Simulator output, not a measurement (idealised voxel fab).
Presented below is a process module, voxel trench capacitor.
The cross-section shown here is cut; it is 275 nm wide and divided into square cells measuring 5 nm on a side.
In what follows, cross-sections appear as grids of square cells, described through bands that run from the top down, where every band is one or more rows of cells.
Within each band entry, the heights of the top and of the bottom of the band appear first, in that order and in nm; the materials of the band then follow from left to right, each with its corresponding width in nm. The designation "throughout" on a single material indicates that it fills the band from edge to edge; the designation "air" indicates empty space.
Counting heights begins at 0, where everything beneath is, in the wafer as received, one material. The lowest band has no bottom; it goes on downwards, as "top 0, no bottom" shows.
The width entry "30..40" should be interpreted row by row: the top row of cells in the band takes the first number, the bottom row takes the second number, and the change between adjacent rows is uniform throughout.
"same as before" -> step changed no cross-section cell.
The list in "Enclosed void entries" covers empty spaces of 8 cells or more that cannot reach the top through any open way, and it gives each as width x height at distance; the distance is from the left edge, and width, height and distance are in nm.
Past the settings on a step's line: simulator remark, on that step.
Each step line may optionally specify "overlay nm", which for a step with a mask gives the rightward distance between the mask's planned place and where it lay, a negative value indicating the leftward direction.

THE PROCESS STEPS THAT WERE PLANNED ARE LISTED BELOW
| 1 | op RECEIVE | material Si |
| 2 | op CONFORMAL_DEP | material SiN | thk nm 10 |
| 3 | op DIRECTIONAL_DEP | material aC | thk nm 10 |
| 4 | op PATTERN | tone open | mask id TRENCH | material resist | width nm 25 | pitch nm 45 | thk nm 30 | overlay nm 0 |
| 5 | op DIRECTIONAL_ETCH | etch materials aC | depth nm 10 |
| 6 | op STRIP | etch materials resist |
| 7 | op DIRECTIONAL_ETCH | etch materials SiN | depth nm 10 |
| 8 | op DIRECTIONAL_ETCH | etch materials Si | depth nm 25 |
| 9 | op STRIP | etch materials aC |
| 10 | op CONFORMAL_DEP | material HfO2 | thk nm 5 |
| 11 | op CONFORMAL_DEP | material TiN | thk nm 5 |
| 12 | op FILL_DEP | material W | thk nm 10 |
| 13 | op CMP | height nm 10 |

FIRST OF TWO WAFERS, WITH THE RUN CARRIED OUT AS PLANNED

DELIVERED WAFER IN CROSS-SECTION: STATE AFTER STEP 1
top 0, no bottom  Si throughout
Enclosed void entries: none

WAFER XSEC, POST STEP 2
top 10, bottom 0  SiN throughout
Below 0, the layers are the same as they were.

WAFER XSEC, POST STEP 3
top 20, bottom 10  aC throughout
Below 10, the layers are the same as they were.

WAFER XSEC, POST STEP 4
top 50, bottom 20  resist: 55, air: 25, resist: 20, air: 25, resist: 20, air: 25, resist: 20, air: 25, resist: 60
Below 20, the layers are the same as they were.

WAFER XSEC, POST STEP 5
top 40, bottom 20  resist: 55, air: 25, resist: 20, air: 25, resist: 20, air: 25, resist: 20, air: 25, resist: 60
top 20, bottom 10  aC: 55, air: 25, aC: 20, air: 25, aC: 20, air: 25, aC: 20, air: 25, aC: 60
Below 10, the layers are the same as they were.

WAFER XSEC, POST STEP 6
top 20, bottom 10  aC: 55, air: 25, aC: 20, air: 25, aC: 20, air: 25, aC: 20, air: 25, aC: 60
Below 10, the layers are the same as they were.

WAFER XSEC, POST STEP 7
top 20, bottom 10  aC: 55, air: 25, aC: 20, air: 25, aC: 20, air: 25, aC: 20, air: 25, aC: 60
top 10, bottom 0  SiN: 55, air: 25, SiN: 20, air: 25, SiN: 20, air: 25, SiN: 20, air: 25, SiN: 60
Below 0, the layers are the same as they were.

WAFER XSEC, POST STEP 8
top 20, bottom 10  aC: 55, air: 25, aC: 20, air: 25, aC: 20, air: 25, aC: 20, air: 25, aC: 60
top 10, bottom 0  SiN: 55, air: 25, SiN: 20, air: 25, SiN: 20, air: 25, SiN: 20, air: 25, SiN: 60
top 0, bottom -25  Si: 55, air: 25, Si: 20, air: 25, Si: 20, air: 25, Si: 20, air: 25, Si: 60
Below -25, the layers are the same as they were.

WAFER XSEC, POST STEP 9
top 10, bottom 0  SiN: 55, air: 25, SiN: 20, air: 25, SiN: 20, air: 25, SiN: 20, air: 25, SiN: 60
Below 0, the layers are the same as they were.

WAFER XSEC, POST STEP 10
top 15, bottom 10  HfO2: 60, air: 15, HfO2: 30, air: 15, HfO2: 30, air: 15, HfO2: 30, air: 15, HfO2: 65
top 10, bottom 0  SiN: 55, HfO2: 5, air: 15, HfO2: 5, SiN: 20, HfO2: 5, air: 15, HfO2: 5, SiN: 20, HfO2: 5, air: 15, HfO2: 5, SiN: 20, HfO2: 5, air: 15, HfO2: 5, SiN: 60
top 0, bottom -20  Si: 55, HfO2: 5, air: 15, HfO2: 5, Si: 20, HfO2: 5, air: 15, HfO2: 5, Si: 20, HfO2: 5, air: 15, HfO2: 5, Si: 20, HfO2: 5, air: 15, HfO2: 5, Si: 60
top -20, bottom -25  Si: 55, HfO2: 25, Si: 20, HfO2: 25, Si: 20, HfO2: 25, Si: 20, HfO2: 25, Si: 60
Below -25, the layers are the same as they were.

WAFER XSEC, POST STEP 11
top 20, bottom 15  TiN: 65, air: 5, TiN: 40, air: 5, TiN: 40, air: 5, TiN: 40, air: 5, TiN: 70
top 15, bottom 10  HfO2: 60, TiN: 5, air: 5, TiN: 5, HfO2: 30, TiN: 5, air: 5, TiN: 5, HfO2: 30, TiN: 5, air: 5, TiN: 5, HfO2: 30, TiN: 5, air: 5, TiN: 5, HfO2: 65
top 10, bottom 0  SiN: 55, HfO2: 5, TiN: 5, air: 5, TiN: 5, HfO2: 5, SiN: 20, HfO2: 5, TiN: 5, air: 5, TiN: 5, HfO2: 5, SiN: 20, HfO2: 5, TiN: 5, air: 5, TiN: 5, HfO2: 5, SiN: 20, HfO2: 5, TiN: 5, air: 5, TiN: 5, HfO2: 5, SiN: 60
top 0, bottom -15  Si: 55, HfO2: 5, TiN: 5, air: 5, TiN: 5, HfO2: 5, Si: 20, HfO2: 5, TiN: 5, air: 5, TiN: 5, HfO2: 5, Si: 20, HfO2: 5, TiN: 5, air: 5, TiN: 5, HfO2: 5, Si: 20, HfO2: 5, TiN: 5, air: 5, TiN: 5, HfO2: 5, Si: 60
top -15, bottom -20  Si: 55, HfO2: 5, TiN: 15, HfO2: 5, Si: 20, HfO2: 5, TiN: 15, HfO2: 5, Si: 20, HfO2: 5, TiN: 15, HfO2: 5, Si: 20, HfO2: 5, TiN: 15, HfO2: 5, Si: 60
Below -20, the layers are the same as they were.

WAFER XSEC, POST STEP 12
top 30, bottom 20  W throughout
top 20, bottom 15  TiN: 65, W: 5, TiN: 40, W: 5, TiN: 40, W: 5, TiN: 40, W: 5, TiN: 70
top 15, bottom 10  HfO2: 60, TiN: 5, W: 5, TiN: 5, HfO2: 30, TiN: 5, W: 5, TiN: 5, HfO2: 30, TiN: 5, W: 5, TiN: 5, HfO2: 30, TiN: 5, W: 5, TiN: 5, HfO2: 65
top 10, bottom 0  SiN: 55, HfO2: 5, TiN: 5, W: 5, TiN: 5, HfO2: 5, SiN: 20, HfO2: 5, TiN: 5, W: 5, TiN: 5, HfO2: 5, SiN: 20, HfO2: 5, TiN: 5, W: 5, TiN: 5, HfO2: 5, SiN: 20, HfO2: 5, TiN: 5, W: 5, TiN: 5, HfO2: 5, SiN: 60
top 0, bottom -15  Si: 55, HfO2: 5, TiN: 5, W: 5, TiN: 5, HfO2: 5, Si: 20, HfO2: 5, TiN: 5, W: 5, TiN: 5, HfO2: 5, Si: 20, HfO2: 5, TiN: 5, W: 5, TiN: 5, HfO2: 5, Si: 20, HfO2: 5, TiN: 5, W: 5, TiN: 5, HfO2: 5, Si: 60
Below -15, the layers are the same as they were.

WAFER XSEC, POST STEP 13
top 10, bottom 0  SiN: 55, HfO2: 5, TiN: 5, W: 5, TiN: 5, HfO2: 5, SiN: 20, HfO2: 5, TiN: 5, W: 5, TiN: 5, HfO2: 5, SiN: 20, HfO2: 5, TiN: 5, W: 5, TiN: 5, HfO2: 5, SiN: 20, HfO2: 5, TiN: 5, W: 5, TiN: 5, HfO2: 5, SiN: 60
Below 0, the layers are the same as they were.

SECOND WAFER, SAME STARTING STATE AND PLAN AS THE FIRST, ONE MISTAKE IN THE RUN, IDENTICAL THROUGH STEP 3

CROSS-SECTIONAL REPRESENTATION OF THE SECOND WAFER AT THE TIME DESIGNATED IN THE PLAN FOR THE COMPLETION OF STEP 4
top 50, bottom 20  resist: 45, air: 25, resist: 20, air: 25, resist: 20, air: 25, resist: 20, air: 25, resist: 70
Below 20, the layers are the same as they were.

CROSS-SECTIONAL REPRESENTATION OF THE SECOND WAFER AT THE TIME DESIGNATED IN THE PLAN FOR THE COMPLETION OF STEP 5
top 40, bottom 20  resist: 45, air: 25, resist: 20, air: 25, resist: 20, air: 25, resist: 20, air: 25, resist: 70
top 20, bottom 10  aC: 45, air: 25, aC: 20, air: 25, aC: 20, air: 25, aC: 20, air: 25, aC: 70
Below 10, the layers are the same as they were.

CROSS-SECTIONAL REPRESENTATION OF THE SECOND WAFER AT THE TIME DESIGNATED IN THE PLAN FOR THE COMPLETION OF STEP 6
top 20, bottom 10  aC: 45, air: 25, aC: 20, air: 25, aC: 20, air: 25, aC: 20, air: 25, aC: 70
Below 10, the layers are the same as they were.

CROSS-SECTIONAL REPRESENTATION OF THE SECOND WAFER AT THE TIME DESIGNATED IN THE PLAN FOR THE COMPLETION OF STEP 7
top 20, bottom 10  aC: 45, air: 25, aC: 20, air: 25, aC: 20, air: 25, aC: 20, air: 25, aC: 70
top 10, bottom 0  SiN: 45, air: 25, SiN: 20, air: 25, SiN: 20, air: 25, SiN: 20, air: 25, SiN: 70
Below 0, the layers are the same as they were.

CROSS-SECTIONAL REPRESENTATION OF THE SECOND WAFER AT THE TIME DESIGNATED IN THE PLAN FOR THE COMPLETION OF STEP 8
top 20, bottom 10  aC: 45, air: 25, aC: 20, air: 25, aC: 20, air: 25, aC: 20, air: 25, aC: 70
top 10, bottom 0  SiN: 45, air: 25, SiN: 20, air: 25, SiN: 20, air: 25, SiN: 20, air: 25, SiN: 70
top 0, bottom -25  Si: 45, air: 25, Si: 20, air: 25, Si: 20, air: 25, Si: 20, air: 25, Si: 70
Below -25, the layers are the same as they were.

CROSS-SECTIONAL REPRESENTATION OF THE SECOND WAFER AT THE TIME DESIGNATED IN THE PLAN FOR THE COMPLETION OF STEP 9
top 10, bottom 0  SiN: 45, air: 25, SiN: 20, air: 25, SiN: 20, air: 25, SiN: 20, air: 25, SiN: 70
Below 0, the layers are the same as they were.

CROSS-SECTIONAL REPRESENTATION OF THE SECOND WAFER AT THE TIME DESIGNATED IN THE PLAN FOR THE COMPLETION OF STEP 10
top 15, bottom 10  HfO2: 50, air: 15, HfO2: 30, air: 15, HfO2: 30, air: 15, HfO2: 30, air: 15, HfO2: 75
top 10, bottom 0  SiN: 45, HfO2: 5, air: 15, HfO2: 5, SiN: 20, HfO2: 5, air: 15, HfO2: 5, SiN: 20, HfO2: 5, air: 15, HfO2: 5, SiN: 20, HfO2: 5, air: 15, HfO2: 5, SiN: 70
top 0, bottom -20  Si: 45, HfO2: 5, air: 15, HfO2: 5, Si: 20, HfO2: 5, air: 15, HfO2: 5, Si: 20, HfO2: 5, air: 15, HfO2: 5, Si: 20, HfO2: 5, air: 15, HfO2: 5, Si: 70
top -20, bottom -25  Si: 45, HfO2: 25, Si: 20, HfO2: 25, Si: 20, HfO2: 25, Si: 20, HfO2: 25, Si: 70
Below -25, the layers are the same as they were.

CROSS-SECTIONAL REPRESENTATION OF THE SECOND WAFER AT THE TIME DESIGNATED IN THE PLAN FOR THE COMPLETION OF STEP 11
top 20, bottom 15  TiN: 55, air: 5, TiN: 40, air: 5, TiN: 40, air: 5, TiN: 40, air: 5, TiN: 80
top 15, bottom 10  HfO2: 50, TiN: 5, air: 5, TiN: 5, HfO2: 30, TiN: 5, air: 5, TiN: 5, HfO2: 30, TiN: 5, air: 5, TiN: 5, HfO2: 30, TiN: 5, air: 5, TiN: 5, HfO2: 75
top 10, bottom 0  SiN: 45, HfO2: 5, TiN: 5, air: 5, TiN: 5, HfO2: 5, SiN: 20, HfO2: 5, TiN: 5, air: 5, TiN: 5, HfO2: 5, SiN: 20, HfO2: 5, TiN: 5, air: 5, TiN: 5, HfO2: 5, SiN: 20, HfO2: 5, TiN: 5, air: 5, TiN: 5, HfO2: 5, SiN: 70
top 0, bottom -15  Si: 45, HfO2: 5, TiN: 5, air: 5, TiN: 5, HfO2: 5, Si: 20, HfO2: 5, TiN: 5, air: 5, TiN: 5, HfO2: 5, Si: 20, HfO2: 5, TiN: 5, air: 5, TiN: 5, HfO2: 5, Si: 20, HfO2: 5, TiN: 5, air: 5, TiN: 5, HfO2: 5, Si: 70
top -15, bottom -20  Si: 45, HfO2: 5, TiN: 15, HfO2: 5, Si: 20, HfO2: 5, TiN: 15, HfO2: 5, Si: 20, HfO2: 5, TiN: 15, HfO2: 5, Si: 20, HfO2: 5, TiN: 15, HfO2: 5, Si: 70
Below -20, the layers are the same as they were.

CROSS-SECTIONAL REPRESENTATION OF THE SECOND WAFER AT THE TIME DESIGNATED IN THE PLAN FOR THE COMPLETION OF STEP 12
top 30, bottom 20  W throughout
top 20, bottom 15  TiN: 55, W: 5, TiN: 40, W: 5, TiN: 40, W: 5, TiN: 40, W: 5, TiN: 80
top 15, bottom 10  HfO2: 50, TiN: 5, W: 5, TiN: 5, HfO2: 30, TiN: 5, W: 5, TiN: 5, HfO2: 30, TiN: 5, W: 5, TiN: 5, HfO2: 30, TiN: 5, W: 5, TiN: 5, HfO2: 75
top 10, bottom 0  SiN: 45, HfO2: 5, TiN: 5, W: 5, TiN: 5, HfO2: 5, SiN: 20, HfO2: 5, TiN: 5, W: 5, TiN: 5, HfO2: 5, SiN: 20, HfO2: 5, TiN: 5, W: 5, TiN: 5, HfO2: 5, SiN: 20, HfO2: 5, TiN: 5, W: 5, TiN: 5, HfO2: 5, SiN: 70
top 0, bottom -15  Si: 45, HfO2: 5, TiN: 5, W: 5, TiN: 5, HfO2: 5, Si: 20, HfO2: 5, TiN: 5, W: 5, TiN: 5, HfO2: 5, Si: 20, HfO2: 5, TiN: 5, W: 5, TiN: 5, HfO2: 5, Si: 20, HfO2: 5, TiN: 5, W: 5, TiN: 5, HfO2: 5, Si: 70
Below -15, the layers are the same as they were.

CROSS-SECTIONAL REPRESENTATION OF THE SECOND WAFER AT THE TIME DESIGNATED IN THE PLAN FOR THE COMPLETION OF STEP 13
top 10, bottom 0  SiN: 45, HfO2: 5, TiN: 5, W: 5, TiN: 5, HfO2: 5, SiN: 20, HfO2: 5, TiN: 5, W: 5, TiN: 5, HfO2: 5, SiN: 20, HfO2: 5, TiN: 5, W: 5, TiN: 5, HfO2: 5, SiN: 20, HfO2: 5, TiN: 5, W: 5, TiN: 5, HfO2: 5, SiN: 70
Below 0, the layers are the same as they were.
Against the plan, the run slipped here: rather than as planned, step 4 actually ran as op PATTERN | tone open | mask id TRENCH | material resist | width nm 25 | pitch nm 45 | thk nm 30 | overlay nm -10
By the end, you'd get the same cell count for each material on either wafer, but the second wafer puts them somewhere else.
